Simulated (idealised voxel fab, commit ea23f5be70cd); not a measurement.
Process module, titled voxel ribs on slabs
The figure presents cross-section cut, which has a width of 220 nm and is divided into square cells with an edge length of 5 nm.
Heads up, the way a cross-section reads in here is a grid of square cells, handed over as bands from the top down, with every band being one or more rows of cells.
Band: top and bottom heights (nm) first, top before bottom; then materials from left to right, widths in nm. "throughout" marks a sole material filling the band edge to edge. "blank" denotes empty space.
All heights in this document are referenced to 0, defined as the level beneath which the wafer, as received, consists entirely of one material. The lowest band is not bounded below; it extends indefinitely downward and is written in the form "z 0 and below".
Width "30..40": first value at the band's top row of cells, second value at its bottom row, equal change from row to row.
When a step is marked "no change", none of the cells in the cross-section changed during that step.
"Fully sealed cavities" contains a list of empty spaces, each no smaller than 8 cells and without an open way to the top, written in the form width x height at distance with the distance from the left edge and all three in nm.
Note: text after step settings on the step line = simulator remark on that step.
"overlay nm" on a masked step: distance the mask lay right of its planned place, negative for left.
Read each pair as before and after one process step. The after cross-section shows only down to the lowest band that changed. The step between them and its settings are given below the pair. Pairs can come from different runs of this module on the same starting wafer. A pair continues from the pair above only where its "Status quo ante" entry says so.

# Status quo ante
	z 0 and below: Si throughout
	Fully sealed cavities: none

# State After Step
	z 30 to 0: SiO2 throughout
	Everything under 0 stays put, no change at all.
	Fully sealed cavities: none
Which step turns the before cross-section above into the after cross-section? DIRECTIONAL_DEP (material SiO2; thk nm 30)

Status quo ante: This step starts from the configuration shown after the step in the pair immediately above.

# State After Step
	z 45 to 30: polySi throughout
	Everything under 30 stays put, no change at all.
	Fully sealed cavities: none
Which step turns the before cross-section above into the after cross-section? DIRECTIONAL_DEP (material polySi; thk nm 15)

Status quo ante: This step starts from the configuration shown after the step in the pair immediately above.

# State After Step
	z 60 to 45: 100 of blank, then 20 of resist, then 100 of blank
	Everything under 45 stays put, no change at all.
	Fully sealed cavities: none
Which step turns the before cross-section above into the after cross-section? PATTERN (tone cover; mask id RIB; material resist; width nm 20; thk nm 15; overlay nm 0)

Status quo ante: This step starts from the configuration shown after the step in the pair immediately above.

# State After Step
	z 60 to 45: 100 of blank, then 20 of resist, then 100 of blank
	z 45 to 35: 100 of blank, then 20 of polySi, then 100 of blank
	Everything under 35 stays put, no change at all.
	Fully sealed cavities: none
Which step turns the before cross-section above into the after cross-section? DIRECTIONAL_ETCH (etch materials polySi; depth nm 10)

Status quo ante: This step starts from the configuration shown after the step in the pair immediately above.

# State After Step
	z 45 to 35: 100 of blank, then 20 of polySi, then 100 of blank
	Everything under 35 stays put, no change at all.
	Fully sealed cavities: none
Which step turns the before cross-section above into the after cross-section? STRIP (etch materials resist)

Status quo ante: This step starts from the configuration shown after the step in the pair immediately above.

# State After Step
	z 45 to 35: 100 of blank, then 20 of polySi, then 100 of blank
	z 35 to 30: 75 of blank, then 70 of polySi, then 75 of blank
	Everything under 30 stays put, no change at all.
	Fully sealed cavities: none
Which step turns the before cross-section above into the after cross-section? MASKED_ETCH (tone cover; mask id SLAB; width nm 70; etch materials polySi; depth nm 5; overlay nm 0)

Status quo ante: This step starts from the configuration shown after the step in the pair immediately above.

# State After Step
	z 60 to 45: SiO2 throughout
	z 45 to 35: 100 of SiO2, then 20 of polySi, then 100 of SiO2
	z 35 to 30: 75 of SiO2, then 70 of polySi, then 75 of SiO2
	Everything under 30 stays put, no change at all.
	Fully sealed cavities: none
Which step turns the before cross-section above into the after cross-section? FILL_DEP (material SiO2; thk nm 15)

Status quo ante: This step starts from the configuration shown after the step in the pair immediately above.

# State After Step
	z 55 to 45: SiO2 throughout
	Everything under 45 stays put, no change at all.
	Fully sealed cavities: none
Which step turns the before cross-section above into the after cross-section? CMP (height nm 55)

Status quo ante: This step starts from the configuration shown after the step in the pair immediately above.

# State After Step
	z 60 to 55: TiN throughout
	Everything under 55 stays put, no change at all.
	Fully sealed cavities: none
Which step turns the before cross-section above into the after cross-section? DIRECTIONAL_DEP (material TiN; thk nm 5)

Status quo ante: This step starts from the configuration shown after the step in the pair immediately above.

# State After Step
	z 75 to 60: aC throughout
	Everything under 60 stays put, no change at all.
	Fully sealed cavities: none
Which step turns the before cross-section above into the after cross-section? DIRECTIONAL_DEP (material aC; thk nm 15)

Status quo ante: This step starts from the configuration shown after the step in the pair immediately above.

# State After Step
	z 110 to 75: 95 of blank, then 30 of resist, then 95 of blank
	Everything under 75 stays put, no change at all.
	Fully sealed cavities: none
Which step turns the before cross-section above into the after cross-section? PATTERN (tone cover; mask id HEATER; material resist; width nm 30; thk nm 35; overlay nm 0)

Status quo ante: This step starts from the configuration shown after the step in the pair immediately above.

# State After Step
	z 95 to 75: 95 of blank, then 30 of resist, then 95 of blank
	z 75 to 60: 95 of blank, then 30 of aC, then 95 of blank
	Everything under 60 stays put, no change at all.
	Fully sealed cavities: none
Which step turns the before cross-section above into the after cross-section? DIRECTIONAL_ETCH (etch materials aC; depth nm 15)

Status quo ante: This step starts from the configuration shown after the step in the pair immediately above.

# State After Step
	z 75 to 60: 95 of blank, then 30 of aC, then 95 of blank
	Everything under 60 stays put, no change at all.
	Fully sealed cavities: none
Which step turns the before cross-section above into the after cross-section? STRIP (etch materials resist)

Status quo ante: This step starts from the configuration shown after the step in the pair immediately above.

# State After Step
	z 75 to 60: 95 of blank, then 30 of aC, then 95 of blank
	z 60 to 55: 95 of blank, then 30 of TiN, then 95 of blank
	Everything under 55 stays put, no change at all.
	Fully sealed cavities: none
Which step turns the before cross-section above into the after cross-section? DIRECTIONAL_ETCH (etch materials TiN; depth nm 5)

Status quo ante: This step starts from the configuration shown after the step in the pair immediately above.

# State After Step
	z 60 to 55: 95 of blank, then 30 of TiN, then 95 of blank
	Everything under 55 stays put, no change at all.
	Fully sealed cavities: none
Which step turns the before cross-section above into the after cross-section? STRIP (etch materials aC)

Status quo ante: This step starts from the configuration shown after the step in the pair immediately above.

# State After Step
	z 65 to 60: 90 of blank, then 40 of SiO2, then 90 of blank
	z 60 to 55: 95 of SiO2, then 30 of TiN, then 95 of SiO2
	Everything under 55 stays put, no change at all.
	Fully sealed cavities: none
Which step turns the before cross-section above into the after cross-section? CONFORMAL_DEP (material SiO2; thk nm 5)

# Status quo ante
	z 45 to 30: polySi throughout
	z 30 to 0: SiO2 throughout
	z 0 and below: Si throughout
	Fully sealed cavities: none

# State After Step
	z 60 to 30: polySi throughout
	Everything under 30 stays put, no change at all.
	Fully sealed cavities: none
Which step turns the before cross-section above into the after cross-section? DIRECTIONAL_DEP (material polySi; thk nm 15)

Status quo ante: This step starts from the configuration shown after the step in the pair immediately above.

# State After Step
	z 75 to 60: 100 of blank, then 20 of resist, then 100 of blank
	Everything under 60 stays put, no change at all.
	Fully sealed cavities: none
Which step turns the before cross-section above into the after cross-section? PATTERN (tone cover; mask id RIB; material resist; width nm 20; thk nm 15; overlay nm 0)

Status quo ante: This step starts from the configuration shown after the step in the pair immediately above.

# State After Step
	z 75 to 60: 100 of blank, then 20 of resist, then 100 of blank
	z 60 to 50: 100 of blank, then 20 of polySi, then 100 of blank
	Everything under 50 stays put, no change at all.
	Fully sealed cavities: none
Which step turns the before cross-section above into the after cross-section? DIRECTIONAL_ETCH (etch materials polySi; depth nm 10)

Status quo ante: This step starts from the configuration shown after the step in the pair immediately above.

# State After Step
	z 60 to 50: 100 of blank, then 20 of polySi, then 100 of blank
	Everything under 50 stays put, no change at all.
	Fully sealed cavities: none
Which step turns the before cross-section above into the after cross-section? STRIP (etch materials resist)

Status quo ante: This step starts from the configuration shown after the step in the pair immediately above.

# State After Step
	z 60 to 50: 100 of blank, then 20 of polySi, then 100 of blank
	z 50 to 45: 75 of blank, then 70 of polySi, then 75 of blank
	Everything under 45 stays put, no change at all.
	Fully sealed cavities: none
Which step turns the before cross-section above into the after cross-section? MASKED_ETCH (tone cover; mask id SLAB; width nm 70; etch materials polySi; depth nm 5; overlay nm 0)

Status quo ante: This step starts from the configuration shown after the step in the pair immediately above.

# State After Step
	z 75 to 60: SiO2 throughout
	z 60 to 50: 100 of SiO2, then 20 of polySi, then 100 of SiO2
	z 50 to 45: 75 of SiO2, then 70 of polySi, then 75 of SiO2
	Everything under 45 stays put, no change at all.
	Fully sealed cavities: none
Which step turns the before cross-section above into the after cross-section? FILL_DEP (material SiO2; thk nm 15)

Status quo ante: This step starts from the configuration shown after the step in the pair immediately above.

# State After Step
	z 55 to 45: 100..75 of SiO2, then 20..70 of polySi, then 100..75 of SiO2
	Everything under 45 stays put, no change at all.
	Fully sealed cavities: none
Which step turns the before cross-section above into the after cross-section? CMP (height nm 55)

Status quo ante: This step starts from the configuration shown after the step in the pair immediately above.

# State After Step
	z 60 to 55: TiN throughout
	Everything under 55 stays put, no change at all.
	Fully sealed cavities: none
Which step turns the before cross-section above into the after cross-section? DIRECTIONAL_DEP (material TiN; thk nm 5)

Status quo ante: This step starts from the configuration shown after the step in the pair immediately above.

# State After Step
	z 75 to 60: aC throughout
	Everything under 60 stays put, no change at all.
	Fully sealed cavities: none
Which step turns the before cross-section above into the after cross-section? DIRECTIONAL_DEP (material aC; thk nm 15)

Status quo ante: This step starts from the configuration shown after the step in the pair immediately above.

# State After Step
	z 110 to 75: 95 of blank, then 30 of resist, then 95 of blank
	Everything under 75 stays put, no change at all.
	Fully sealed cavities: none
Which step turns the before cross-section above into the after cross-section? PATTERN (tone cover; mask id HEATER; material resist; width nm 30; thk nm 35; overlay nm 0)

Status quo ante: This step starts from the configuration shown after the step in the pair immediately above.

# State After Step
	z 95 to 75: 95 of blank, then 30 of resist, then 95 of blank
	z 75 to 60: 95 of blank, then 30 of aC, then 95 of blank
	Everything under 60 stays put, no change at all.
	Fully sealed cavities: none
Which step turns the before cross-section above into the after cross-section? DIRECTIONAL_ETCH (etch materials aC; depth nm 15)

Status quo ante: This step starts from the configuration shown after the step in the pair immediately above.

# State After Step
	z 75 to 60: 95 of blank, then 30 of aC, then 95 of blank
	Everything under 60 stays put, no change at all.
	Fully sealed cavities: none
Which step turns the before cross-section above into the after cross-section? STRIP (etch materials resist)

Status quo ante: This step starts from the configuration shown after the step in the pair immediately above.

# State After Step
	z 75 to 60: 95 of blank, then 30 of aC, then 95 of blank
	z 60 to 55: 95 of blank, then 30 of TiN, then 95 of blank
	Everything under 55 stays put, no change at all.
	Fully sealed cavities: none
Which step turns the before cross-section above into the after cross-section? DIRECTIONAL_ETCH (etch materials TiN; depth nm 5)

Status quo ante: This step starts from the configuration shown after the step in the pair immediately above.

# State After Step
	z 60 to 55: 95 of blank, then 30 of TiN, then 95 of blank
	Everything under 55 stays put, no change at all.
	Fully sealed cavities: none
Which step turns the before cross-section above into the after cross-section? STRIP (etch materials aC)

Status quo ante: This step starts from the configuration shown after the step in the pair immediately above.

# State After Step
	z 65 to 60: 90 of blank, then 40 of SiO2, then 90 of blank
	z 60 to 55: 95 of SiO2, then 30 of TiN, then 95 of SiO2
	Everything under 55 stays put, no change at all.
	Fully sealed cavities: none
Which step turns the before cross-section above into the after cross-section? CONFORMAL_DEP (material SiO2; thk nm 5)

# Status quo ante
	z 0 and below: Si throughout
	Fully sealed cavities: none

# State After Step
	z 15 to 0: polySi throughout
	Everything under 0 stays put, no change at all.
	Fully sealed cavities: none
Which step turns the before cross-section above into the after cross-section? DIRECTIONAL_DEP (material polySi; thk nm 15)

Status quo ante: This step starts from the configuration shown after the step in the pair immediately above.

# State After Step
	z 45 to 15: SiO2 throughout
	Everything under 15 stays put, no change at all.
	Fully sealed cavities: none
Which step turns the before cross-section above into the after cross-section? DIRECTIONAL_DEP (material SiO2; thk nm 30)

Status quo ante: This step starts from the configuration shown after the step in the pair immediately above.

# State After Step
	z 60 to 45: 100 of blank, then 20 of resist, then 100 of blank
	Everything under 45 stays put, no change at all.
	Fully sealed cavities: none
Which step turns the before cross-section above into the after cross-section? PATTERN (tone cover; mask id RIB; material resist; width nm 20; thk nm 15; overlay nm 0)

Status quo ante: This step starts from the configuration shown after the step in the pair immediately above.

# State After Step
	z 45 to 15: SiO2 throughout
	Everything under 15 stays put, no change at all.
	Fully sealed cavities: none
Which step turns the before cross-section above into the after cross-section? STRIP (etch materials resist)

Status quo ante: This step starts from the configuration shown after the step in the pair immediately above.

# State After Step
	z 60 to 15: SiO2 throughout
	Everything under 15 stays put, no change at all.
	Fully sealed cavities: none
Which step turns the before cross-section above into the after cross-section? FILL_DEP (material SiO2; thk nm 15)

Status quo ante: This step starts from the configuration shown after the step in the pair immediately above.

# State After Step
	z 55 to 15: SiO2 throughout
	Everything under 15 stays put, no change at all.
	Fully sealed cavities: none
Which step turns the before cross-section above into the after cross-section? CMP (height nm 55)

Status quo ante: This step starts from the configuration shown after the step in the pair immediately above.

# State After Step
	z 60 to 55: TiN throughout
	Everything under 55 stays put, no change at all.
	Fully sealed cavities: none
Which step turns the before cross-section above into the after cross-section? DIRECTIONAL_DEP (material TiN; thk nm 5)

Status quo ante: This step starts from the configuration shown after the step in the pair immediately above.

# State After Step
	z 75 to 60: aC throughout
	Everything under 60 stays put, no change at all.
	Fully sealed cavities: none
Which step turns the before cross-section above into the after cross-section? DIRECTIONAL_DEP (material aC; thk nm 15)

Status quo ante: This step starts from the configuration shown after the step in the pair immediately above.

# State After Step
	z 110 to 75: 95 of blank, then 30 of resist, then 95 of blank
	Everything under 75 stays put, no change at all.
	Fully sealed cavities: none
Which step turns the before cross-section above into the after cross-section? PATTERN (tone cover; mask id HEATER; material resist; width nm 30; thk nm 35; overlay nm 0)

Status quo ante: This step starts from the configuration shown after the step in the pair immediately above.

# State After Step
	z 95 to 75: 95 of blank, then 30 of resist, then 95 of blank
	z 75 to 60: 95 of blank, then 30 of aC, then 95 of blank
	Everything under 60 stays put, no change at all.
	Fully sealed cavities: none
Which step turns the before cross-section above into the after cross-section? DIRECTIONAL_ETCH (etch materials aC; depth nm 15)

Status quo ante: This step starts from the configuration shown after the step in the pair immediately above.

# State After Step
	z 75 to 60: 95 of blank, then 30 of aC, then 95 of blank
	Everything under 60 stays put, no change at all.
	Fully sealed cavities: none
Which step turns the before cross-section above into the after cross-section? STRIP (etch materials resist)

Status quo ante: This step starts from the configuration shown after the step in the pair immediately above.

# State After Step
	z 75 to 60: 95 of blank, then 30 of aC, then 95 of blank
	z 60 to 55: 95 of blank, then 30 of TiN, then 95 of blank
	Everything under 55 stays put, no change at all.
	Fully sealed cavities: none
Which step turns the before cross-section above into the after cross-section? DIRECTIONAL_ETCH (etch materials TiN; depth nm 5)

Status quo ante: This step starts from the configuration shown after the step in the pair immediately above.

# State After Step
	z 60 to 55: 95 of blank, then 30 of TiN, then 95 of blank
	Everything under 55 stays put, no change at all.
	Fully sealed cavities: none
Which step turns the before cross-section above into the after cross-section? STRIP (etch materials aC)

Status quo ante: This step starts from the configuration shown after the step in the pair immediately above.

# State After Step
	z 65 to 60: 90 of blank, then 40 of SiO2, then 90 of blank
	z 60 to 55: 95 of SiO2, then 30 of TiN, then 95 of SiO2
	Everything under 55 stays put, no change at all.
	Fully sealed cavities: none
Which step turns the before cross-section above into the after cross-section? CONFORMAL_DEP (material SiO2; thk nm 5)

# Status quo ante
	z 55 to 45: SiO2 throughout
	z 45 to 35: 100 of SiO2, then 20 of polySi, then 100 of SiO2
	z 35 to 30: 75 of SiO2, then 70 of polySi, then 75 of SiO2
	z 30 to 0: SiO2 throughout
	z 0 and below: Si throughout
	Fully sealed cavities: none

# State After Step
	z 70 to 55: TiN throughout
	Everything under 55 stays put, no change at all.
	Fully sealed cavities: none
Which step turns the before cross-section above into the after cross-section? DIRECTIONAL_DEP (material TiN; thk nm 15)

Status quo ante: This step starts from the configuration shown after the step in the pair immediately above.

# State After Step
	z 85 to 70: aC throughout
	Everything under 70 stays put, no change at all.
	Fully sealed cavities: none
Which step turns the before cross-section above into the after cross-section? DIRECTIONAL_DEP (material aC; thk nm 15)

Status quo ante: This step starts from the configuration shown after the step in the pair immediately above.

# State After Step
	z 120 to 85: 95 of blank, then 30 of resist, then 95 of blank
	Everything under 85 stays put, no change at all.
	Fully sealed cavities: none
Which step turns the before cross-section above into the after cross-section? PATTERN (tone cover; mask id HEATER; material resist; width nm 30; thk nm 35; overlay nm 0)

Status quo ante: This step starts from the configuration shown after the step in the pair immediately above.

# State After Step
	z 105 to 85: 95 of blank, then 30 of resist, then 95 of blank
	z 85 to 70: 95 of blank, then 30 of aC, then 95 of blank
	Everything under 70 stays put, no change at all.
	Fully sealed cavities: none
Which step turns the before cross-section above into the after cross-section? DIRECTIONAL_ETCH (etch materials aC; depth nm 15)

Status quo ante: This step starts from the configuration shown after the step in the pair immediately above.

# State After Step
	z 85 to 70: 95 of blank, then 30 of aC, then 95 of blank
	Everything under 70 stays put, no change at all.
	Fully sealed cavities: none
Which step turns the before cross-section above into the after cross-section? STRIP (etch materials resist)

Status quo ante: This step starts from the configuration shown after the step in the pair immediately above.

# State After Step
	z 85 to 70: 95 of blank, then 30 of aC, then 95 of blank
	z 70 to 65: 95 of blank, then 30 of TiN, then 95 of blank
	Everything under 65 stays put, no change at all.
	Fully sealed cavities: none
Which step turns the before cross-section above into the after cross-section? DIRECTIONAL_ETCH (etch materials TiN; depth nm 5)

Status quo ante: This step starts from the configuration shown after the step in the pair immediately above.

# State After Step
	z 70 to 65: 95 of blank, then 30 of TiN, then 95 of blank
	Everything under 65 stays put, no change at all.
	Fully sealed cavities: none
Which step turns the before cross-section above into the after cross-section? STRIP (etch materials aC)

Status quo ante: This step starts from the configuration shown after the step in the pair immediately above.

# State After Step
	z 75 to 70: 90 of blank, then 40 of SiO2, then 90 of blank
	z 70 to 65: 95 of SiO2, then 30 of TiN, then 95 of SiO2
	Everything under 65 stays put, no change at all.
	Fully sealed cavities: none
Which step turns the before cross-section above into the after cross-section? CONFORMAL_DEP (material SiO2; thk nm 5)

# Status quo ante
	z 45 to 35: 100 of blank, then 20 of polySi, then 100 of blank
	z 35 to 30: polySi throughout
	z 30 to 0: SiO2 throughout
	z 0 and below: Si throughout
	Fully sealed cavities: none

# State After Step
	z 45 to 35: 100 of blank, then 20 of polySi, then 100 of blank
	z 35 to 30: 70 of blank, then 80 of polySi, then 70 of blank
	Everything under 30 stays put, no change at all.
	Fully sealed cavities: none
Which step turns the before cross-section above into the after cross-section? MASKED_ETCH (tone cover; mask id SLAB; width nm 80; etch materials polySi; depth nm 5; overlay nm 0)

Status quo ante: This step starts from the configuration shown after the step in the pair immediately above.

# State After Step
	z 60 to 45: SiO2 throughout
	z 45 to 35: 100 of SiO2, then 20 of polySi, then 100 of SiO2
	z 35 to 30: 70 of SiO2, then 80 of polySi, then 70 of SiO2
	Everything under 30 stays put, no change at all.
	Fully sealed cavities: none
Which step turns the before cross-section above into the after cross-section? FILL_DEP (material SiO2; thk nm 15)

Status quo ante: This step starts from the configuration shown after the step in the pair immediately above.

# State After Step
	z 55 to 45: SiO2 throughout
	Everything under 45 stays put, no change at all.
	Fully sealed cavities: none
Which step turns the before cross-section above into the after cross-section? CMP (height nm 55)

Status quo ante: This step starts from the configuration shown after the step in the pair immediately above.

# State After Step
	z 60 to 55: TiN throughout
	Everything under 55 stays put, no change at all.
	Fully sealed cavities: none
Which step turns the before cross-section above into the after cross-section? DIRECTIONAL_DEP (material TiN; thk nm 5)

Status quo ante: This step starts from the configuration shown after the step in the pair immediately above.

# State After Step
	z 75 to 60: aC throughout
	Everything under 60 stays put, no change at all.
	Fully sealed cavities: none
Which step turns the before cross-section above into the after cross-section? DIRECTIONAL_DEP (material aC; thk nm 15)

Status quo ante: This step starts from the configuration shown after the step in the pair immediately above.

# State After Step
	z 110 to 75: 95 of blank, then 30 of resist, then 95 of blank
	Everything under 75 stays put, no change at all.
	Fully sealed cavities: none
Which step turns the before cross-section above into the after cross-section? PATTERN (tone cover; mask id HEATER; material resist; width nm 30; thk nm 35; overlay nm 0)

Status quo ante: This step starts from the configuration shown after the step in the pair immediately above.

# State After Step
	z 95 to 75: 95 of blank, then 30 of resist, then 95 of blank
	z 75 to 60: 95 of blank, then 30 of aC, then 95 of blank
	Everything under 60 stays put, no change at all.
	Fully sealed cavities: none
Which step turns the before cross-section above into the after cross-section? DIRECTIONAL_ETCH (etch materials aC; depth nm 15)

Status quo ante: This step starts from the configuration shown after the step in the pair immediately above.

# State After Step
	z 75 to 60: 95 of blank, then 30 of aC, then 95 of blank
	Everything under 60 stays put, no change at all.
	Fully sealed cavities: none
Which step turns the before cross-section above into the after cross-section? STRIP (etch materials resist)

Status quo ante: This step starts from the configuration shown after the step in the pair immediately above.

# State After Step
	z 75 to 60: 95 of blank, then 30 of aC, then 95 of blank
	z 60 to 55: 95 of blank, then 30 of TiN, then 95 of blank
	Everything under 55 stays put, no change at all.
	Fully sealed cavities: none
Which step turns the before cross-section above into the after cross-section? DIRECTIONAL_ETCH (etch materials TiN; depth nm 5)

Status quo ante: This step starts from the configuration shown after the step in the pair immediately above.

# State After Step
	z 60 to 55: 95 of blank, then 30 of TiN, then 95 of blank
	Everything under 55 stays put, no change at all.
	Fully sealed cavities: none
Which step turns the before cross-section above into the after cross-section? STRIP (etch materials aC)

Status quo ante: This step starts from the configuration shown after the step in the pair immediately above.

# State After Step
	z 65 to 60: 90 of blank, then 40 of SiO2, then 90 of blank
	z 60 to 55: 95 of SiO2, then 30 of TiN, then 95 of SiO2
	Everything under 55 stays put, no change at all.
	Fully sealed cavities: none
Which step turns the before cross-section above into the after cross-section? CONFORMAL_DEP (material SiO2; thk nm 5)

# Status quo ante
	z 45 to 30: polySi throughout
	z 30 to 0: SiO2 throughout
	z 0 and below: Si throughout
	Fully sealed cavities: none

# State After Step
	z 60 to 45: 110 of blank, then 20 of resist, then 90 of blank
	Everything under 45 stays put, no change at all.
	Fully sealed cavities: none
Which step turns the before cross-section above into the after cross-section? PATTERN (tone cover; mask id RIB; material resist; width nm 20; thk nm 15; overlay nm 10)

Status quo ante: This step starts from the configuration shown after the step in the pair immediately above.

# State After Step
	z 60 to 45: 110 of blank, then 20 of resist, then 90 of blank
	z 45 to 35: 110 of blank, then 20 of polySi, then 90 of blank
	Everything under 35 stays put, no change at all.
	Fully sealed cavities: none
Which step turns the before cross-section above into the after cross-section? DIRECTIONAL_ETCH (etch materials polySi; depth nm 10)

Status quo ante: This step starts from the configuration shown after the step in the pair immediately above.

# State After Step
	z 45 to 35: 110 of blank, then 20 of polySi, then 90 of blank
	Everything under 35 stays put, no change at all.
	Fully sealed cavities: none
Which step turns the before cross-section above into the after cross-section? STRIP (etch materials resist)

Status quo ante: This step starts from the configuration shown after the step in the pair immediately above.

# State After Step
	z 45 to 35: 110 of blank, then 20 of polySi, then 90 of blank
	z 35 to 30: 75 of blank, then 70 of polySi, then 75 of blank
	Everything under 30 stays put, no change at all.
	Fully sealed cavities: none
Which step turns the before cross-section above into the after cross-section? MASKED_ETCH (tone cover; mask id SLAB; width nm 70; etch materials polySi; depth nm 5; overlay nm 0)

Status quo ante: This step starts from the configuration shown after the step in the pair immediately above.

# State After Step
	z 60 to 45: SiO2 throughout
	z 45 to 35: 110 of SiO2, then 20 of polySi, then 90 of SiO2
	z 35 to 30: 75 of SiO2, then 70 of polySi, then 75 of SiO2
	Everything under 30 stays put, no change at all.
	Fully sealed cavities: none
Which step turns the before cross-section above into the after cross-section? FILL_DEP (material SiO2; thk nm 15)

Status quo ante: This step starts from the configuration shown after the step in the pair immediately above.

# State After Step
	z 55 to 45: SiO2 throughout
	Everything under 45 stays put, no change at all.
	Fully sealed cavities: none
Which step turns the before cross-section above into the after cross-section? CMP (height nm 55)

Status quo ante: This step starts from the configuration shown after the step in the pair immediately above.

# State After Step
	z 60 to 55: TiN throughout
	Everything under 55 stays put, no change at all.
	Fully sealed cavities: none
Which step turns the before cross-section above into the after cross-section? DIRECTIONAL_DEP (material TiN; thk nm 5)

Status quo ante: This step starts from the configuration shown after the step in the pair immediately above.

# State After Step
	z 75 to 60: aC throughout
	Everything under 60 stays put, no change at all.
	Fully sealed cavities: none
Which step turns the before cross-section above into the after cross-section? DIRECTIONAL_DEP (material aC; thk nm 15)

Status quo ante: This step starts from the configuration shown after the step in the pair immediately above.

# State After Step
	z 110 to 75: 95 of blank, then 30 of resist, then 95 of blank
	Everything under 75 stays put, no change at all.
	Fully sealed cavities: none
Which step turns the before cross-section above into the after cross-section? PATTERN (tone cover; mask id HEATER; material resist; width nm 30; thk nm 35; overlay nm 0)

Status quo ante: This step starts from the configuration shown after the step in the pair immediately above.

# State After Step
	z 95 to 75: 95 of blank, then 30 of resist, then 95 of blank
	z 75 to 60: 95 of blank, then 30 of aC, then 95 of blank
	Everything under 60 stays put, no change at all.
	Fully sealed cavities: none
Which step turns the before cross-section above into the after cross-section? DIRECTIONAL_ETCH (etch materials aC; depth nm 15)

Status quo ante: This step starts from the configuration shown after the step in the pair immediately above.

# State After Step
	z 75 to 60: 95 of blank, then 30 of aC, then 95 of blank
	Everything under 60 stays put, no change at all.
	Fully sealed cavities: none
Which step turns the before cross-section above into the after cross-section? STRIP (etch materials resist)

Status quo ante: This step starts from the configuration shown after the step in the pair immediately above.

# State After Step
	z 75 to 60: 95 of blank, then 30 of aC, then 95 of blank
	z 60 to 55: 95 of blank, then 30 of TiN, then 95 of blank
	Everything under 55 stays put, no change at all.
	Fully sealed cavities: none
Which step turns the before cross-section above into the after cross-section? DIRECTIONAL_ETCH (etch materials TiN; depth nm 5)

Status quo ante: This step starts from the configuration shown after the step in the pair immediately above.

# State After Step
	z 60 to 55: 95 of blank, then 30 of TiN, then 95 of blank
	Everything under 55 stays put, no change at all.
	Fully sealed cavities: none
Which step turns the before cross-section above into the after cross-section? STRIP (etch materials aC)

Status quo ante: This step starts from the configuration shown after the step in the pair immediately above.

# State After Step
	z 65 to 60: 90 of blank, then 40 of SiO2, then 90 of blank
	z 60 to 55: 95 of SiO2, then 30 of TiN, then 95 of SiO2
	Everything under 55 stays put, no change at all.
	Fully sealed cavities: none
Which step turns the before cross-section above into the after cross-section? CONFORMAL_DEP (material SiO2; thk nm 5)

# Status quo ante
	z 55 to 45: SiO2 throughout
	z 45 to 35: 100 of SiO2, then 20 of polySi, then 100 of SiO2
	z 35 to 30: 75 of SiO2, then 70 of polySi, then 75 of SiO2
	z 30 to 0: SiO2 throughout
	z 0 and below: Si throughout
	Fully sealed cavities: none

# State After Step
	z 60 to 55: polySi throughout
	Everything under 55 stays put, no change at all.
	Fully sealed cavities: none
Which step turns the before cross-section above into the after cross-section? DIRECTIONAL_DEP (material polySi; thk nm 5)

Status quo ante: This step starts from the configuration shown after the step in the pair immediately above.

# State After Step
	z 75 to 60: aC throughout
	Everything under 60 stays put, no change at all.
	Fully sealed cavities: none
Which step turns the before cross-section above into the after cross-section? DIRECTIONAL_DEP (material aC; thk nm 15)

Status quo ante: This step starts from the configuration shown after the step in the pair immediately above.

# State After Step
	z 110 to 75: 95 of blank, then 30 of resist, then 95 of blank
	Everything under 75 stays put, no change at all.
	Fully sealed cavities: none
Which step turns the before cross-section above into the after cross-section? PATTERN (tone cover; mask id HEATER; material resist; width nm 30; thk nm 35; overlay nm 0)

Status quo ante: This step starts from the configuration shown after the step in the pair immediately above.

# State After Step
	z 95 to 75: 95 of blank, then 30 of resist, then 95 of blank
	z 75 to 60: 95 of blank, then 30 of aC, then 95 of blank
	Everything under 60 stays put, no change at all.
	Fully sealed cavities: none
Which step turns the before cross-section above into the after cross-section? DIRECTIONAL_ETCH (etch materials aC; depth nm 15)

Status quo ante: This step starts from the configuration shown after the step in the pair immediately above.

# State After Step
	z 75 to 60: 95 of blank, then 30 of aC, then 95 of blank
	Everything under 60 stays put, no change at all.
	Fully sealed cavities: none
Which step turns the before cross-section above into the after cross-section? STRIP (etch materials resist)

Status quo ante: This step starts from the configuration shown after the step in the pair immediately above.

# State After Step
	z 60 to 55: polySi throughout
	Everything under 55 stays put, no change at all.
	Fully sealed cavities: none
Which step turns the before cross-section above into the after cross-section? STRIP (etch materials aC)

Status quo ante: This step starts from the configuration shown after the step in the pair immediately above.

# State After Step
	z 65 to 60: SiO2 throughout
	Everything under 60 stays put, no change at all.
	Fully sealed cavities: none
Which step turns the before cross-section above into the after cross-section? CONFORMAL_DEP (material SiO2; thk nm 5)

# Status quo ante
	z 75 to 60: aC throughout
	z 60 to 55: TiN throughout
	z 55 to 45: SiO2 throughout
	z 45 to 35: 100 of SiO2, then 20 of polySi, then 100 of SiO2
	z 35 to 30: 75 of SiO2, then 70 of polySi, then 75 of SiO2
	z 30 to 0: SiO2 throughout
	z 0 and below: Si throughout
	Fully sealed cavities: none

# State After Step
	z 110 to 75: 95 of resist, then 30 of blank, then 95 of resist
	Everything under 75 stays put, no change at all.
	Fully sealed cavities: none
Which step turns the before cross-section above into the after cross-section? PATTERN (tone open; mask id HEATER; material resist; width nm 30; thk nm 35; overlay nm 0)

Status quo ante: This step starts from the configuration shown after the step in the pair immediately above.

# State After Step
	z 95 to 75: 95 of resist, then 30 of blank, then 95 of resist
	z 75 to 60: 95 of aC, then 30 of blank, then 95 of aC
	Everything under 60 stays put, no change at all.
	Fully sealed cavities: none
Which step turns the before cross-section above into the after cross-section? DIRECTIONAL_ETCH (etch materials aC; depth nm 15)

Status quo ante: This step starts from the configuration shown after the step in the pair immediately above.

# State After Step
	z 75 to 60: 95 of aC, then 30 of blank, then 95 of aC
	Everything under 60 stays put, no change at all.
	Fully sealed cavities: none
Which step turns the before cross-section above into the after cross-section? STRIP (etch materials resist)

Status quo ante: This step starts from the configuration shown after the step in the pair immediately above.

# State After Step
	z 75 to 60: 95 of aC, then 30 of blank, then 95 of aC
	z 60 to 55: 95 of TiN, then 30 of blank, then 95 of TiN
	Everything under 55 stays put, no change at all.
	Fully sealed cavities: none
Which step turns the before cross-section above into the after cross-section? DIRECTIONAL_ETCH (etch materials TiN; depth nm 5)

Status quo ante: This step starts from the configuration shown after the step in the pair immediately above.

# State After Step
	z 60 to 55: 95 of TiN, then 30 of blank, then 95 of TiN
	Everything under 55 stays put, no change at all.
	Fully sealed cavities: none
Which step turns the before cross-section above into the after cross-section? STRIP (etch materials aC)
